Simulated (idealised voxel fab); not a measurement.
Proc. module: voxel spacer lines
225 nm wide, 5 nm square cells: that's cross-section cut.
Notation: cross-section as square-cell grid; stated in bands, top first, going down; one or more cell rows per band.
Band: top height; bottom height; in nm. Then, left to right: material with width in nm, for each material. "all across": a single material spanning edge to edge. "empty": empty space.
All heights in this document are referenced to 0, defined as the level beneath which the wafer, as received, consists entirely of one material. The lowest band is not bounded below; it extends indefinitely downward and is written in the form "top 0, no bottom".
You'd read "30..40" like this: the band's top row of cells is as wide as the first number, its bottom row is as wide as the second, and going down, every row changes width by the same amount as the row before did.
Where the words "no modifications" appear for a step, the cross-section shows no cell changed by that step; every cell remained as before.
Closed empty spaces (no open way to the top) of 8 cells or more are what "Listed closed voids" lists, each as width x height at distance from the left edge, nm for all three.
after a step's settings: what the simulator itself notes on the step
"overlay nm", when on a step's line for a step with a mask, measures how far to the right of its planned place the mask lay; a negative measure means to the left.

Process steps - plan
1,RECEIVE, material Si
2,CONFORMAL_DEP, material SiO2, thk nm 10
3,DIRECTIONAL_DEP, material TiN, thk nm 10
4,DIRECTIONAL_DEP, material polySi, thk nm 20
5,PATTERN, tone cover, mask id MANDREL, material resist, width nm 20, pitch nm 70, thk nm 30, overlay nm 0
6,DIRECTIONAL_ETCH, etch materials polySi, depth nm 20
7,STRIP, etch materials resist
8,CONFORMAL_DEP, material SiN, thk nm 15
9,DIRECTIONAL_ETCH, etch materials SiN, depth nm 15
10,STRIP, etch materials polySi
11,DIRECTIONAL_ETCH, etch materials TiN, depth nm 10
12,STRIP, etch materials SiN

Cross-section: wafer on arrival = after step 1
top 0, no bottom = Si all across
Listed closed voids: none

First of two wafers at the end of the module, shown in cross-section; run carried out as planned
top 20, bottom 10 = 15 nm empty  15 nm TiN  20 nm empty  15 nm TiN  20 nm empty  15 nm TiN  20 nm empty  15 nm TiN  20 nm empty  15 nm TiN  20 nm empty  15 nm TiN  20 nm empty
top 10, bottom 0 = SiO2 all across
top 0, no bottom = Si all across
Listed closed voids: none

Wafer two cross-section, module end. Start and plan unchanged from wafer one; one mistake made during the run
top 10, bottom 0 = 15 nm empty  15 nm TiN  20 nm empty  15 nm TiN  20 nm empty  15 nm TiN  20 nm empty  15 nm TiN  20 nm empty  15 nm TiN  20 nm empty  15 nm TiN  20 nm empty
top 0, no bottom = Si all across
Listed closed voids: none
In executing the process, a mistake was made relative to the plan: step 2 of the plan was jumped over and never run
Final tally in cells, some materials are higher or lower on the second wafer than on the first: -90 SiO2
